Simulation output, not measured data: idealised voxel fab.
Process module heading - voxel ribs on slabs
For reference, the cross-section in this document is cut, with width 265 nm and square cells of 5 nm.
Cross-section spec: square-cell grid; bands listed top down; each band is one or more rows.
Heights first: top, then bottom, in nm. Then materials, left to right, each with a width in nm. "all across" on a single material: fills the band edge to edge. "empty": empty space.
Note: height 0 marks the level under which the wafer is uniformly one material as received. Lowest band unbounded below, written "0..down".
The notation "30->40" denotes a width that varies across the rows of cells in the band, beginning at the first number in the top row, finishing at the second number in the bottom row, and changing by an identical amount from each row to the next.
Step note "no change" = no cross-section cell changed.
Entry "Closed empty spaces". Content: empty spaces with no open connection to the top, size 8 cells or greater. Each: width x height at distance. Distance: from left edge. Unit: nm.
What comes after the settings on a step's line is commentary from the simulator itself on that step.
overlay nm: mask offset rightward from planned place, masked step; negative means leftward offset.
### The following list gives the planned process steps
- 1: RECEIVE (material Si)
- 2: DIRECTIONAL_DEP (material SiO2; thk nm 20)
- 3: DIRECTIONAL_DEP (material polySi; thk nm 15)
- 4: PATTERN (tone cover; mask id RIB; material resist; width nm 30; thk nm 15; overlay nm 0)
- 5: DIRECTIONAL_ETCH (etch materials polySi; depth nm 5)
- 6: STRIP (etch materials resist)
- 7: PATTERN (tone cover; mask id SLAB; material resist; width nm 80; thk nm 20; overlay nm 0)
- 8: DIRECTIONAL_ETCH (etch materials polySi; depth nm 5)
- 9: STRIP (etch materials resist)
- 10: FILL_DEP (material SiO2; thk nm 20)
- 11: CMP (height nm 50)
- 12: DIRECTIONAL_DEP (material TiN; thk nm 5)
- 13: DIRECTIONAL_DEP (material aC; thk nm 10)
- 14: PATTERN (tone cover; mask id HEATER; material resist; width nm 40; thk nm 25; overlay nm 0)
- 15: DIRECTIONAL_ETCH (etch materials aC; depth nm 10)
- 16: STRIP (etch materials resist)
- 17: DIRECTIONAL_ETCH (etch materials TiN; depth nm 5)
- 18: STRIP (etch materials aC)
- 19: CONFORMAL_DEP (material SiN; thk nm 5)
The wafers are alike at the start. At step 8, their depth nm differs. The plan lists the first wafer's value.
### As received, i.e. after step 1: cross-section through the first of several wafers
> 0..down  Si all across
> Closed empty spaces: none
### First of several wafers in cross-section at module end, following the final step, step 19
> 60..55  empty (105) | SiN (50) | empty (110)
> 55..50  SiN (110) | TiN (40) | SiN (115)
> 50..35  SiO2 all across
> 35..25  SiO2 (115->90) | polySi (30->80) | SiO2 (120->95)
> 25..20  polySi all across
> 20..0  SiO2 all across
> 0..down  Si all across
> Closed empty spaces: none
### Cross-sectional depiction of the last of several wafers upon completion of the module
> 60..55  empty (105) | SiN (50) | empty (110)
> 55..50  SiN (110) | TiN (40) | SiN (115)
> 50..35  SiO2 all across
> 35..30  SiO2 (115) | polySi (30) | SiO2 (120)
> 30..20  SiO2 (90) | polySi (80) | SiO2 (95)
> 20..0  SiO2 all across
> 0..down  Si all across
> Closed empty spaces: none
### each wafer at the end: cells of each material gained (+) or lost (-) since it was received, then its closed voids
depth nm 5 | +55 SiN | +455 SiO2 | +8 TiN | +75 polySi | Closed empty spaces: none
depth nm 10 | +55 SiN | +492 SiO2 | +8 TiN | +38 polySi | Closed empty spaces: none
depth nm 15 | +55 SiN | +492 SiO2 | +8 TiN | +38 polySi | Closed empty spaces: none
depth nm 20 | +55 SiN | +492 SiO2 | +8 TiN | +38 polySi | Closed empty spaces: none
depth nm 25 | +55 SiN | +492 SiO2 | +8 TiN | +38 polySi | Closed empty spaces: none
